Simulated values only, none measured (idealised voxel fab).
voxel air gaps: a process module
Section cut is 290 nm wide and gridded with 5 nm square cells.
Each cross-section below is a grid of square cells, stated as bands in top-down order, with one or more rows of cells making up each band.
What a band's entry tells you: where the top is and where the bottom is, as heights in nm, and after that what lies inside, material by material from left to right, each with its width in nm. Empty space is written as the word "air", and a single material marked with the word "all across" occupies the band from edge to edge.
Height reference: 0 = level under which incoming wafer is all one material. Lowest band: no bottom, runs on downward, e.g. "from 0 down".
You'd read "30..40" like this: the band's top row of cells is as wide as the first number, its bottom row is as wide as the second, and going down, every row changes width by the same amount as the row before did.
Key: "same as before" - step with no changed cell in the cross-section.
In the "Closed void roster" entry, you get each enclosed empty space of 8 cells or more, one with no open way to the top, written width x height at distance, distance from the left edge, in nm.
Note: text after step settings on the step line = simulator remark on that step.
Each step line may optionally specify "overlay nm", which for a step with a mask gives the rightward distance between the mask's planned place and where it lay, a negative value indicating the leftward direction.
Pairs from here to the end. Each: cross-section before one process step, cross-section after it, the latter only as far down as the lowest band that changed. Under each: the step between, and its settings. Mind that the pairs may be taken from different runs of this module on the same starting wafer; whether a pair continues from the pair above depends on its entry headed "Pre-step condition", and it does only where that entry says so.
Pre-step condition:
from 0 down  Si all across
Closed void roster: none
Result of Step:
from 10 to 0  SiO2 all across
Anything lower than 0 is untouched.
Closed void roster: none
Step between the cross-sections above: CONFORMAL_DEP [material SiO2] [thk nm 10]
Pre-step condition: The cross-section prior to this step is the one presented after the step of the pair immediately above.
Result of Step:
from 15 to 10  SiCN all across
Anything lower than 10 is untouched.
Closed void roster: none
Step between the cross-sections above: CONFORMAL_DEP [material SiCN] [thk nm 5]
Pre-step condition: The cross-section prior to this step is the one presented after the step of the pair immediately above.
Result of Step:
from 55 to 15  lowk all across
Anything lower than 15 is untouched.
Closed void roster: none
Step between the cross-sections above: DIRECTIONAL_DEP [material lowk] [thk nm 40]
Pre-step condition: The cross-section prior to this step is the one presented after the step of the pair immediately above.
Result of Step:
from 70 to 55  resist: 95 / air: 15 / resist: 25 / air: 15 / resist: 25 / air: 15 / resist: 100
Anything lower than 55 is untouched.
Closed void roster: none
Step between the cross-sections above: PATTERN [tone open] [mask id LINES] [material resist] [width nm 15] [pitch nm 40] [thk nm 15] [overlay nm 0]
Pre-step condition: The cross-section prior to this step is the one presented after the step of the pair immediately above.
Result of Step:
from 70 to 55  resist: 95 / air: 15 / resist: 25 / air: 15 / resist: 25 / air: 15 / resist: 100
from 55 to 15  lowk: 95 / air: 15 / lowk: 25 / air: 15 / lowk: 25 / air: 15 / lowk: 100
Anything lower than 15 is untouched.
Closed void roster: none
Step between the cross-sections above: DIRECTIONAL_ETCH [etch materials lowk] [depth nm 40]
Pre-step condition: The cross-section prior to this step is the one presented after the step of the pair immediately above.
Result of Step:
from 55 to 15  lowk: 95 / air: 15 / lowk: 25 / air: 15 / lowk: 25 / air: 15 / lowk: 100
Anything lower than 15 is untouched.
Closed void roster: none
Step between the cross-sections above: STRIP [etch materials resist]
Pre-step condition: The cross-section prior to this step is the one presented after the step of the pair immediately above.
Result of Step:
from 60 to 55  TiN: 100 / air: 5 / TiN: 35 / air: 5 / TiN: 35 / air: 5 / TiN: 105
from 55 to 20  lowk: 95 / TiN: 5 / air: 5 / TiN: 5 / lowk: 25 / TiN: 5 / air: 5 / TiN: 5 / lowk: 25 / TiN: 5 / air: 5 / TiN: 5 / lowk: 100
from 20 to 15  lowk: 95 / TiN: 15 / lowk: 25 / TiN: 15 / lowk: 25 / TiN: 15 / lowk: 100
Anything lower than 15 is untouched.
Closed void roster: none
Step between the cross-sections above: CONFORMAL_DEP [material TiN] [thk nm 5]
Pre-step condition: The cross-section prior to this step is the one presented after the step of the pair immediately above.
Result of Step:
from 70 to 60  Ru all across
from 60 to 55  TiN: 100 / Ru: 5 / TiN: 35 / Ru: 5 / TiN: 35 / Ru: 5 / TiN: 105
from 55 to 20  lowk: 95 / TiN: 5 / Ru: 5 / TiN: 5 / lowk: 25 / TiN: 5 / Ru: 5 / TiN: 5 / lowk: 25 / TiN: 5 / Ru: 5 / TiN: 5 / lowk: 100
Anything lower than 20 is untouched.
Closed void roster: none
Step between the cross-sections above: FILL_DEP [material Ru] [thk nm 10]
Pre-step condition: The cross-section prior to this step is the one presented after the step of the pair immediately above.
Result of Step:
from 55 to 20  lowk: 95 / TiN: 5 / Ru: 5 / TiN: 5 / lowk: 25 / TiN: 5 / Ru: 5 / TiN: 5 / lowk: 25 / TiN: 5 / Ru: 5 / TiN: 5 / lowk: 100
Anything lower than 20 is untouched.
Closed void roster: none
Step between the cross-sections above: CMP [height nm 55]
Pre-step condition: The cross-section prior to this step is the one presented after the step of the pair immediately above.
Result of Step:
from 65 to 55  air: 85 / Ru: 35 / air: 5 / Ru: 35 / air: 5 / Ru: 35 / air: 90
Anything lower than 55 is untouched.
Closed void roster: none
Step between the cross-sections above: EPI [material Ru] [thk nm 10]
Pre-step condition: The cross-section prior to this step is the one presented after the step of the pair immediately above.
Result of Step:
from 65 to 55  air: 85 / Ru: 35 / air: 5 / Ru: 35 / air: 5 / Ru: 35 / air: 90
from 55 to 20  air: 95 / TiN: 5 / Ru: 5 / TiN: 5 / air: 25 / TiN: 5 / Ru: 5 / TiN: 5 / air: 25 / TiN: 5 / Ru: 5 / TiN: 5 / air: 100
from 20 to 15  air: 95 / TiN: 15 / air: 25 / TiN: 15 / air: 25 / TiN: 15 / air: 100
Anything lower than 15 is untouched.
Closed void roster: none
Step between the cross-sections above: SELECTIVE_ETCH [etch materials lowk] [depth nm 50]
Pre-step condition: The cross-section prior to this step is the one presented after the step of the pair immediately above.
Result of Step:
from 70 to 65  air: 80 / SiCN: 125 / air: 85
from 65 to 55  air: 80 / SiCN: 5 / Ru: 35 / SiCN: 5 / Ru: 35 / SiCN: 5 / Ru: 35 / SiCN: 5 / air: 85
from 55 to 50  air: 80 / SiCN: 15 / TiN: 5 / Ru: 5 / TiN: 5 / SiCN: 25 / TiN: 5 / Ru: 5 / TiN: 5 / SiCN: 25 / TiN: 5 / Ru: 5 / TiN: 5 / SiCN: 15 / air: 85
from 50 to 20  air: 90 / SiCN: 5 / TiN: 5 / Ru: 5 / TiN: 5 / SiCN: 5 / air: 15 / SiCN: 5 / TiN: 5 / Ru: 5 / TiN: 5 / SiCN: 5 / air: 15 / SiCN: 5 / TiN: 5 / Ru: 5 / TiN: 5 / SiCN: 5 / air: 95
from 20 to 15  SiCN: 95 / TiN: 15 / SiCN: 25 / TiN: 15 / SiCN: 25 / TiN: 15 / SiCN: 100
Anything lower than 15 is untouched.
Closed void roster: 15 x 30 at 115; 15 x 30 at 155
Step between the cross-sections above: CONFORMAL_DEP [material SiCN] [thk nm 5]
Pre-step condition:
from 0 down  Si all across
Closed void roster: none
Result of Step:
from 5 to 0  SiCN all across
Anything lower than 0 is untouched.
Closed void roster: none
Step between the cross-sections above: CONFORMAL_DEP [material SiCN] [thk nm 5]
Pre-step condition: The cross-section prior to this step is the one presented after the step of the pair immediately above.
Result of Step:
from 45 to 5  lowk all across
Anything lower than 5 is untouched.
Closed void roster: none
Step between the cross-sections above: DIRECTIONAL_DEP [material lowk] [thk nm 40]
Pre-step condition: The cross-section prior to this step is the one presented after the step of the pair immediately above.
Result of Step:
from 60 to 45  resist: 95 / air: 15 / resist: 25 / air: 15 / resist: 25 / air: 15 / resist: 100
Anything lower than 45 is untouched.
Closed void roster: none
Step between the cross-sections above: PATTERN [tone open] [mask id LINES] [material resist] [width nm 15] [pitch nm 40] [thk nm 15] [overlay nm 0]
Pre-step condition: The cross-section prior to this step is the one presented after the step of the pair immediately above.
Result of Step:
from 60 to 45  resist: 95 / air: 15 / resist: 25 / air: 15 / resist: 25 / air: 15 / resist: 100
from 45 to 5  lowk: 95 / air: 15 / lowk: 25 / air: 15 / lowk: 25 / air: 15 / lowk: 100
Anything lower than 5 is untouched.
Closed void roster: none
Step between the cross-sections above: DIRECTIONAL_ETCH [etch materials lowk] [depth nm 40]
Pre-step condition: The cross-section prior to this step is the one presented after the step of the pair immediately above.
Result of Step:
from 45 to 5  lowk: 95 / air: 15 / lowk: 25 / air: 15 / lowk: 25 / air: 15 / lowk: 100
Anything lower than 5 is untouched.
Closed void roster: none
Step between the cross-sections above: STRIP [etch materials resist]
Pre-step condition: The cross-section prior to this step is the one presented after the step of the pair immediately above.
Result of Step:
from 50 to 45  TiN: 100 / air: 5 / TiN: 35 / air: 5 / TiN: 35 / air: 5 / TiN: 105
from 45 to 10  lowk: 95 / TiN: 5 / air: 5 / TiN: 5 / lowk: 25 / TiN: 5 / air: 5 / TiN: 5 / lowk: 25 / TiN: 5 / air: 5 / TiN: 5 / lowk: 100
from 10 to 5  lowk: 95 / TiN: 15 / lowk: 25 / TiN: 15 / lowk: 25 / TiN: 15 / lowk: 100
Anything lower than 5 is untouched.
Closed void roster: none
Step between the cross-sections above: CONFORMAL_DEP [material TiN] [thk nm 5]
Pre-step condition: The cross-section prior to this step is the one presented after the step of the pair immediately above.
Result of Step:
from 60 to 50  Ru all across
from 50 to 45  TiN: 100 / Ru: 5 / TiN: 35 / Ru: 5 / TiN: 35 / Ru: 5 / TiN: 105
from 45 to 10  lowk: 95 / TiN: 5 / Ru: 5 / TiN: 5 / lowk: 25 / TiN: 5 / Ru: 5 / TiN: 5 / lowk: 25 / TiN: 5 / Ru: 5 / TiN: 5 / lowk: 100
Anything lower than 10 is untouched.
Closed void roster: none
Step between the cross-sections above: FILL_DEP [material Ru] [thk nm 10]
Pre-step condition: The cross-section prior to this step is the one presented after the step of the pair immediately above.
Result of Step:
from 55 to 50  Ru all across
Anything lower than 50 is untouched.
Closed void roster: none
Step between the cross-sections above: CMP [height nm 55]
Pre-step condition: The cross-section prior to this step is the one presented after the step of the pair immediately above.
Result of Step:
from 65 to 50  Ru all across
Anything lower than 50 is untouched.
Closed void roster: none
Step between the cross-sections above: EPI [material Ru] [thk nm 10]
Pre-step condition: The cross-section prior to this step is the one presented after the step of the pair immediately above.
Result of Step:
from 70 to 65  SiCN all across
Anything lower than 65 is untouched.
Closed void roster: none
Step between the cross-sections above: CONFORMAL_DEP [material SiCN] [thk nm 5]
Pre-step condition:
from 65 to 55  air: 85 / Ru: 35 / air: 5 / Ru: 35 / air: 5 / Ru: 35 / air: 90
from 55 to 20  lowk: 95 / TiN: 5 / Ru: 5 / TiN: 5 / lowk: 25 / TiN: 5 / Ru: 5 / TiN: 5 / lowk: 25 / TiN: 5 / Ru: 5 / TiN: 5 / lowk: 100
from 20 to 15  lowk: 95 / TiN: 15 / lowk: 25 / TiN: 15 / lowk: 25 / TiN: 15 / lowk: 100
from 15 to 10  SiCN all across
from 10 to 0  SiO2 all across
from 0 down  Si all across
Closed void roster: none
Result of Step:
from 75 to 55  air: 75 / Ru: 135 / air: 80
Anything lower than 55 is untouched.
Closed void roster: none
Step between the cross-sections above: EPI [material Ru] [thk nm 10]
Pre-step condition: The cross-section prior to this step is the one presented after the step of the pair immediately above.
Result of Step:
from 75 to 55  air: 75 / Ru: 135 / air: 80
from 55 to 20  air: 95 / TiN: 5 / Ru: 5 / TiN: 5 / lowk: 25 / TiN: 5 / Ru: 5 / TiN: 5 / lowk: 25 / TiN: 5 / Ru: 5 / TiN: 5 / air: 100
from 20 to 15  air: 95 / TiN: 15 / lowk: 25 / TiN: 15 / lowk: 25 / TiN: 15 / air: 100
Anything lower than 15 is untouched.
Closed void roster: none
Step between the cross-sections above: SELECTIVE_ETCH [etch materials lowk] [depth nm 50]
Pre-step condition: The cross-section prior to this step is the one presented after the step of the pair immediately above.
Result of Step:
from 80 to 75  air: 70 / SiCN: 145 / air: 75
from 75 to 55  air: 70 / SiCN: 5 / Ru: 135 / SiCN: 5 / air: 75
from 55 to 50  air: 70 / SiCN: 25 / TiN: 5 / Ru: 5 / TiN: 5 / lowk: 25 / TiN: 5 / Ru: 5 / TiN: 5 / lowk: 25 / TiN: 5 / Ru: 5 / TiN: 5 / SiCN: 25 / air: 75
from 50 to 20  air: 90 / SiCN: 5 / TiN: 5 / Ru: 5 / TiN: 5 / lowk: 25 / TiN: 5 / Ru: 5 / TiN: 5 / lowk: 25 / TiN: 5 / Ru: 5 / TiN: 5 / SiCN: 5 / air: 95
from 20 to 15  SiCN: 95 / TiN: 15 / lowk: 25 / TiN: 15 / lowk: 25 / TiN: 15 / SiCN: 100
Anything lower than 15 is untouched.
Closed void roster: none
Step between the cross-sections above: CONFORMAL_DEP [material SiCN] [thk nm 5]
Pre-step condition:
from 5 to 0  SiCN all across
from 0 down  Si all across
Closed void roster: none
Result of Step:
from 15 to 5  SiO2 all across
Anything lower than 5 is untouched.
Closed void roster: none
Step between the cross-sections above: CONFORMAL_DEP [material SiO2] [thk nm 10]
Pre-step condition: The cross-section prior to this step is the one presented after the step of the pair immediately above.
Result of Step:
from 55 to 15  lowk all across
Anything lower than 15 is untouched.
Closed void roster: none
Step between the cross-sections above: DIRECTIONAL_DEP [material lowk] [thk nm 40]
Pre-step condition: The cross-section prior to this step is the one presented after the step of the pair immediately above.
Result of Step:
from 70 to 55  resist: 95 / air: 15 / resist: 25 / air: 15 / resist: 25 / air: 15 / resist: 100
Anything lower than 55 is untouched.
Closed void roster: none
Step between the cross-sections above: PATTERN [tone open] [mask id LINES] [material resist] [width nm 15] [pitch nm 40] [thk nm 15] [overlay nm 0]
Pre-step condition: The cross-section prior to this step is the one presented after the step of the pair immediately above.
Result of Step:
from 70 to 55  resist: 95 / air: 15 / resist: 25 / air: 15 / resist: 25 / air: 15 / resist: 100
from 55 to 15  lowk: 95 / air: 15 / lowk: 25 / air: 15 / lowk: 25 / air: 15 / lowk: 100
Anything lower than 15 is untouched.
Closed void roster: none
Step between the cross-sections above: DIRECTIONAL_ETCH [etch materials lowk] [depth nm 40]
Pre-step condition: The cross-section prior to this step is the one presented after the step of the pair immediately above.
Result of Step:
from 55 to 15  lowk: 95 / air: 15 / lowk: 25 / air: 15 / lowk: 25 / air: 15 / lowk: 100
Anything lower than 15 is untouched.
Closed void roster: none
Step between the cross-sections above: STRIP [etch materials resist]
Pre-step condition: The cross-section prior to this step is the one presented after the step of the pair immediately above.
Result of Step:
from 60 to 55  TiN: 100 / air: 5 / TiN: 35 / air: 5 / TiN: 35 / air: 5 / TiN: 105
from 55 to 20  lowk: 95 / TiN: 5 / air: 5 / TiN: 5 / lowk: 25 / TiN: 5 / air: 5 / TiN: 5 / lowk: 25 / TiN: 5 / air: 5 / TiN: 5 / lowk: 100
from 20 to 15  lowk: 95 / TiN: 15 / lowk: 25 / TiN: 15 / lowk: 25 / TiN: 15 / lowk: 100
Anything lower than 15 is untouched.
Closed void roster: none
Step between the cross-sections above: CONFORMAL_DEP [material TiN] [thk nm 5]
Pre-step condition: The cross-section prior to this step is the one presented after the step of the pair immediately above.
Result of Step:
from 70 to 60  Ru all across
from 60 to 55  TiN: 100 / Ru: 5 / TiN: 35 / Ru: 5 / TiN: 35 / Ru: 5 / TiN: 105
from 55 to 20  lowk: 95 / TiN: 5 / Ru: 5 / TiN: 5 / lowk: 25 / TiN: 5 / Ru: 5 / TiN: 5 / lowk: 25 / TiN: 5 / Ru: 5 / TiN: 5 / lowk: 100
Anything lower than 20 is untouched.
Closed void roster: none
Step between the cross-sections above: FILL_DEP [material Ru] [thk nm 10]
Pre-step condition: The cross-section prior to this step is the one presented after the step of the pair immediately above.
Result of Step:
from 55 to 20  lowk: 95 / TiN: 5 / Ru: 5 / TiN: 5 / lowk: 25 / TiN: 5 / Ru: 5 / TiN: 5 / lowk: 25 / TiN: 5 / Ru: 5 / TiN: 5 / lowk: 100
Anything lower than 20 is untouched.
Closed void roster: none
Step between the cross-sections above: CMP [height nm 55]
Pre-step condition: The cross-section prior to this step is the one presented after the step of the pair immediately above.
Result of Step:
from 65 to 55  air: 85 / Ru: 35 / air: 5 / Ru: 35 / air: 5 / Ru: 35 / air: 90
Anything lower than 55 is untouched.
Closed void roster: none
Step between the cross-sections above: EPI [material Ru] [thk nm 10]
Pre-step condition: The cross-section prior to this step is the one presented after the step of the pair immediately above.
Result of Step:
from 65 to 55  air: 85 / Ru: 35 / air: 5 / Ru: 35 / air: 5 / Ru: 35 / air: 90
from 55 to 20  air: 95 / TiN: 5 / Ru: 5 / TiN: 5 / air: 25 / TiN: 5 / Ru: 5 / TiN: 5 / air: 25 / TiN: 5 / Ru: 5 / TiN: 5 / air: 100
from 20 to 15  air: 95 / TiN: 15 / air: 25 / TiN: 15 / air: 25 / TiN: 15 / air: 100
Anything lower than 15 is untouched.
Closed void roster: none
Step between the cross-sections above: SELECTIVE_ETCH [etch materials lowk] [depth nm 50]
Pre-step condition: The cross-section prior to this step is the one presented after the step of the pair immediately above.
Result of Step:
from 70 to 65  air: 80 / SiCN: 125 / air: 85
from 65 to 55  air: 80 / SiCN: 5 / Ru: 35 / SiCN: 5 / Ru: 35 / SiCN: 5 / Ru: 35 / SiCN: 5 / air: 85
from 55 to 50  air: 80 / SiCN: 15 / TiN: 5 / Ru: 5 / TiN: 5 / SiCN: 25 / TiN: 5 / Ru: 5 / TiN: 5 / SiCN: 25 / TiN: 5 / Ru: 5 / TiN: 5 / SiCN: 15 / air: 85
from 50 to 20  air: 90 / SiCN: 5 / TiN: 5 / Ru: 5 / TiN: 5 / SiCN: 5 / air: 15 / SiCN: 5 / TiN: 5 / Ru: 5 / TiN: 5 / SiCN: 5 / air: 15 / SiCN: 5 / TiN: 5 / Ru: 5 / TiN: 5 / SiCN: 5 / air: 95
from 20 to 15  SiCN: 95 / TiN: 15 / SiCN: 25 / TiN: 15 / SiCN: 25 / TiN: 15 / SiCN: 100
Anything lower than 15 is untouched.
Closed void roster: 15 x 30 at 115; 15 x 30 at 155
Step between the cross-sections above: CONFORMAL_DEP [material SiCN] [thk nm 5]
Pre-step condition:
from 15 to 10  SiCN all across
from 10 to 0  SiO2 all across
from 0 down  Si all across
Closed void roster: none
Result of Step:
from 45 to 15  lowk all across
Anything lower than 15 is untouched.
Closed void roster: none
Step between the cross-sections above: DIRECTIONAL_DEP [material lowk] [thk nm 30]
Pre-step condition: The cross-section prior to this step is the one presented after the step of the pair immediately above.
Result of Step:
from 60 to 45  resist: 95 / air: 15 / resist: 25 / air: 15 / resist: 25 / air: 15 / resist: 100
Anything lower than 45 is untouched.
Closed void roster: none
Step between the cross-sections above: PATTERN [tone open] [mask id LINES] [material resist] [width nm 15] [pitch nm 40] [thk nm 15] [overlay nm 0]
Pre-step condition: The cross-section prior to this step is the one presented after the step of the pair immediately above.
Result of Step:
from 60 to 45  resist: 95 / air: 15 / resist: 25 / air: 15 / resist: 25 / air: 15 / resist: 100
from 45 to 15  lowk: 95 / air: 15 / lowk: 25 / air: 15 / lowk: 25 / air: 15 / lowk: 100
Anything lower than 15 is untouched.
Closed void roster: none
Step between the cross-sections above: DIRECTIONAL_ETCH [etch materials lowk] [depth nm 40]
Pre-step condition: The cross-section prior to this step is the one presented after the step of the pair immediately above.
Result of Step:
from 45 to 15  lowk: 95 / air: 15 / lowk: 25 / air: 15 / lowk: 25 / air: 15 / lowk: 100
Anything lower than 15 is untouched.
Closed void roster: none
Step between the cross-sections above: STRIP [etch materials resist]
Pre-step condition: The cross-section prior to this step is the one presented after the step of the pair immediately above.
Result of Step:
from 50 to 45  TiN: 100 / air: 5 / TiN: 35 / air: 5 / TiN: 35 / air: 5 / TiN: 105
from 45 to 20  lowk: 95 / TiN: 5 / air: 5 / TiN: 5 / lowk: 25 / TiN: 5 / air: 5 / TiN: 5 / lowk: 25 / TiN: 5 / air: 5 / TiN: 5 / lowk: 100
from 20 to 15  lowk: 95 / TiN: 15 / lowk: 25 / TiN: 15 / lowk: 25 / TiN: 15 / lowk: 100
Anything lower than 15 is untouched.
Closed void roster: none
Step between the cross-sections above: CONFORMAL_DEP [material TiN] [thk nm 5]
Pre-step condition: The cross-section prior to this step is the one presented after the step of the pair immediately above.
Result of Step:
from 60 to 50  Ru all across
from 50 to 45  TiN: 100 / Ru: 5 / TiN: 35 / Ru: 5 / TiN: 35 / Ru: 5 / TiN: 105
from 45 to 20  lowk: 95 / TiN: 5 / Ru: 5 / TiN: 5 / lowk: 25 / TiN: 5 / Ru: 5 / TiN: 5 / lowk: 25 / TiN: 5 / Ru: 5 / TiN: 5 / lowk: 100
Anything lower than 20 is untouched.
Closed void roster: none
Step between the cross-sections above: FILL_DEP [material Ru] [thk nm 10]
Pre-step condition: The cross-section prior to this step is the one presented after the step of the pair immediately above.
Result of Step:
from 55 to 50  Ru all across
Anything lower than 50 is untouched.
Closed void roster: none
Step between the cross-sections above: CMP [height nm 55]
Pre-step condition: The cross-section prior to this step is the one presented after the step of the pair immediately above.
Result of Step:
from 65 to 50  Ru all across
Anything lower than 50 is untouched.
Closed void roster: none
Step between the cross-sections above: EPI [material Ru] [thk nm 10]
Pre-step condition: The cross-section prior to this step is the one presented after the step of the pair immediately above.
Result of Step:
from 70 to 65  SiCN all across
Anything lower than 65 is untouched.
Closed void roster: none
Step between the cross-sections above: CONFORMAL_DEP [material SiCN] [thk nm 5]
Pre-step condition:
from 55 to 15  lowk all across
from 15 to 10  SiCN all across
from 10 to 0  SiO2 all across
from 0 down  Si all across
Closed void roster: none
Result of Step:
from 70 to 55  resist: 95 / air: 20 / resist: 20 / air: 20 / resist: 20 / air: 20 / resist: 95
Anything lower than 55 is untouched.
Closed void roster: none
Step between the cross-sections above: PATTERN [tone open] [mask id LINES] [material resist] [width nm 20] [pitch nm 40] [thk nm 15] [overlay nm 0]
Pre-step condition: The cross-section prior to this step is the one presented after the step of the pair immediately above.
Result of Step:
from 70 to 55  resist: 95 / air: 20 / resist: 20 / air: 20 / resist: 20 / air: 20 / resist: 95
from 55 to 15  lowk: 95 / air: 20 / lowk: 20 / air: 20 / lowk: 20 / air: 20 / lowk: 95
Anything lower than 15 is untouched.
Closed void roster: none
Step between the cross-sections above: DIRECTIONAL_ETCH [etch materials lowk] [depth nm 40]
Pre-step condition: The cross-section prior to this step is the one presented after the step of the pair immediately above.
Result of Step:
from 55 to 15  lowk: 95 / air: 20 / lowk: 20 / air: 20 / lowk: 20 / air: 20 / lowk: 95
Anything lower than 15 is untouched.
Closed void roster: none
Step between the cross-sections above: STRIP [etch materials resist]
Pre-step condition: The cross-section prior to this step is the one presented after the step of the pair immediately above.
Result of Step:
from 60 to 55  TiN: 100 / air: 10 / TiN: 30 / air: 10 / TiN: 30 / air: 10 / TiN: 100
from 55 to 20  lowk: 95 / TiN: 5 / air: 10 / TiN: 5 / lowk: 20 / TiN: 5 / air: 10 / TiN: 5 / lowk: 20 / TiN: 5 / air: 10 / TiN: 5 / lowk: 95
from 20 to 15  lowk: 95 / TiN: 20 / lowk: 20 / TiN: 20 / lowk: 20 / TiN: 20 / lowk: 95
Anything lower than 15 is untouched.
Closed void roster: none
Step between the cross-sections above: CONFORMAL_DEP [material TiN] [thk nm 5]
Pre-step condition: The cross-section prior to this step is the one presented after the step of the pair immediately above.
Result of Step:
from 70 to 60  Ru all across
from 60 to 55  TiN: 100 / Ru: 10 / TiN: 30 / Ru: 10 / TiN: 30 / Ru: 10 / TiN: 100
from 55 to 20  lowk: 95 / TiN: 5 / Ru: 10 / TiN: 5 / lowk: 20 / TiN: 5 / Ru: 10 / TiN: 5 / lowk: 20 / TiN: 5 / Ru: 10 / TiN: 5 / lowk: 95
Anything lower than 20 is untouched.
Closed void roster: none
Step between the cross-sections above: FILL_DEP [material Ru] [thk nm 10]
Pre-step condition: The cross-section prior to this step is the one presented after the step of the pair immediately above.
Result of Step:
from 55 to 20  lowk: 95 / TiN: 5 / Ru: 10 / TiN: 5 / lowk: 20 / TiN: 5 / Ru: 10 / TiN: 5 / lowk: 20 / TiN: 5 / Ru: 10 / TiN: 5 / lowk: 95
Anything lower than 20 is untouched.
Closed void roster: none
Step between the cross-sections above: CMP [height nm 55]
Pre-step condition: The cross-section prior to this step is the one presented after the step of the pair immediately above.
Result of Step:
from 65 to 55  air: 85 / Ru: 120 / air: 85
Anything lower than 55 is untouched.
Closed void roster: none
Step between the cross-sections above: EPI [material Ru] [thk nm 10]
Pre-step condition: The cross-section prior to this step is the one presented after the step of the pair immediately above.
Result of Step:
from 65 to 55  air: 85 / Ru: 120 / air: 85
from 55 to 20  air: 95 / TiN: 5 / Ru: 10 / TiN: 5 / lowk: 20 / TiN: 5 / Ru: 10 / TiN: 5 / lowk: 20 / TiN: 5 / Ru: 10 / TiN: 5 / air: 95
from 20 to 15  air: 95 / TiN: 20 / lowk: 20 / TiN: 20 / lowk: 20 / TiN: 20 / air: 95
Anything lower than 15 is untouched.
Closed void roster: none
Step between the cross-sections above: SELECTIVE_ETCH [etch materials lowk] [depth nm 50]
Pre-step condition: The cross-section prior to this step is the one presented after the step of the pair immediately above.
Result of Step:
from 70 to 65  air: 80 / SiCN: 130 / air: 80
from 65 to 55  air: 80 / SiCN: 5 / Ru: 120 / SiCN: 5 / air: 80
from 55 to 50  air: 80 / SiCN: 15 / TiN: 5 / Ru: 10 / TiN: 5 / lowk: 20 / TiN: 5 / Ru: 10 / TiN: 5 / lowk: 20 / TiN: 5 / Ru: 10 / TiN: 5 / SiCN: 15 / air: 80
from 50 to 20  air: 90 / SiCN: 5 / TiN: 5 / Ru: 10 / TiN: 5 / lowk: 20 / TiN: 5 / Ru: 10 / TiN: 5 / lowk: 20 / TiN: 5 / Ru: 10 / TiN: 5 / SiCN: 5 / air: 90
from 20 to 15  SiCN: 95 / TiN: 20 / lowk: 20 / TiN: 20 / lowk: 20 / TiN: 20 / SiCN: 95
Anything lower than 15 is untouched.
Closed void roster: none
Step between the cross-sections above: CONFORMAL_DEP [material SiCN] [thk nm 5]
Pre-step condition:
from 55 to 15  lowk all across
from 15 to 10  SiCN all across
from 10 to 0  SiO2 all across
from 0 down  Si all across
Closed void roster: none
Result of Step:
from 70 to 55  resist: 90 / air: 15 / resist: 25 / air: 15 / resist: 25 / air: 15 / resist: 105
Anything lower than 55 is untouched.
Closed void roster: none
Step between the cross-sections above: PATTERN [tone open] [mask id LINES] [material resist] [width nm 15] [pitch nm 40] [thk nm 15] [overlay nm -5]
Pre-step condition: The cross-section prior to this step is the one presented after the step of the pair immediately above.
Result of Step:
from 70 to 55  resist: 90 / air: 15 / resist: 25 / air: 15 / resist: 25 / air: 15 / resist: 105
from 55 to 15  lowk: 90 / air: 15 / lowk: 25 / air: 15 / lowk: 25 / air: 15 / lowk: 105
Anything lower than 15 is untouched.
Closed void roster: none
Step between the cross-sections above: DIRECTIONAL_ETCH [etch materials lowk] [depth nm 40]
Pre-step condition: The cross-section prior to this step is the one presented after the step of the pair immediately above.
Result of Step:
from 55 to 15  lowk: 90 / air: 15 / lowk: 25 / air: 15 / lowk: 25 / air: 15 / lowk: 105
Anything lower than 15 is untouched.
Closed void roster: none
Step between the cross-sections above: STRIP [etch materials resist]
Pre-step condition: The cross-section prior to this step is the one presented after the step of the pair immediately above.
Result of Step:
from 60 to 55  TiN: 95 / air: 5 / TiN: 35 / air: 5 / TiN: 35 / air: 5 / TiN: 110
from 55 to 20  lowk: 90 / TiN: 5 / air: 5 / TiN: 5 / lowk: 25 / TiN: 5 / air: 5 / TiN: 5 / lowk: 25 / TiN: 5 / air: 5 / TiN: 5 / lowk: 105
from 20 to 15  lowk: 90 / TiN: 15 / lowk: 25 / TiN: 15 / lowk: 25 / TiN: 15 / lowk: 105
Anything lower than 15 is untouched.
Closed void roster: none
Step between the cross-sections above: CONFORMAL_DEP [material TiN] [thk nm 5]
Pre-step condition: The cross-section prior to this step is the one presented after the step of the pair immediately above.
Result of Step:
from 70 to 60  Ru all across
from 60 to 55  TiN: 95 / Ru: 5 / TiN: 35 / Ru: 5 / TiN: 35 / Ru: 5 / TiN: 110
from 55 to 20  lowk: 90 / TiN: 5 / Ru: 5 / TiN: 5 / lowk: 25 / TiN: 5 / Ru: 5 / TiN: 5 / lowk: 25 / TiN: 5 / Ru: 5 / TiN: 5 / lowk: 105
Anything lower than 20 is untouched.
Closed void roster: none
Step between the cross-sections above: FILL_DEP [material Ru] [thk nm 10]
Pre-step condition: The cross-section prior to this step is the one presented after the step of the pair immediately above.
Result of Step:
from 55 to 20  lowk: 90 / TiN: 5 / Ru: 5 / TiN: 5 / lowk: 25 / TiN: 5 / Ru: 5 / TiN: 5 / lowk: 25 / TiN: 5 / Ru: 5 / TiN: 5 / lowk: 105
Anything lower than 20 is untouched.
Closed void roster: none
Step between the cross-sections above: CMP [height nm 55]
Pre-step condition: The cross-section prior to this step is the one presented after the step of the pair immediately above.
Result of Step:
from 65 to 55  air: 80 / Ru: 35 / air: 5 / Ru: 35 / air: 5 / Ru: 35 / air: 95
Anything lower than 55 is untouched.
Closed void roster: none
Step between the cross-sections above: EPI [material Ru] [thk nm 10]
Pre-step condition: The cross-section prior to this step is the one presented after the step of the pair immediately above.
Result of Step:
from 65 to 55  air: 80 / Ru: 35 / air: 5 / Ru: 35 / air: 5 / Ru: 35 / air: 95
from 55 to 20  air: 90 / TiN: 5 / Ru: 5 / TiN: 5 / air: 25 / TiN: 5 / Ru: 5 / TiN: 5 / air: 25 / TiN: 5 / Ru: 5 / TiN: 5 / air: 105
from 20 to 15  air: 90 / TiN: 15 / air: 25 / TiN: 15 / air: 25 / TiN: 15 / air: 105
Anything lower than 15 is untouched.
Closed void roster: none
Step between the cross-sections above: SELECTIVE_ETCH [etch materials lowk] [depth nm 50]
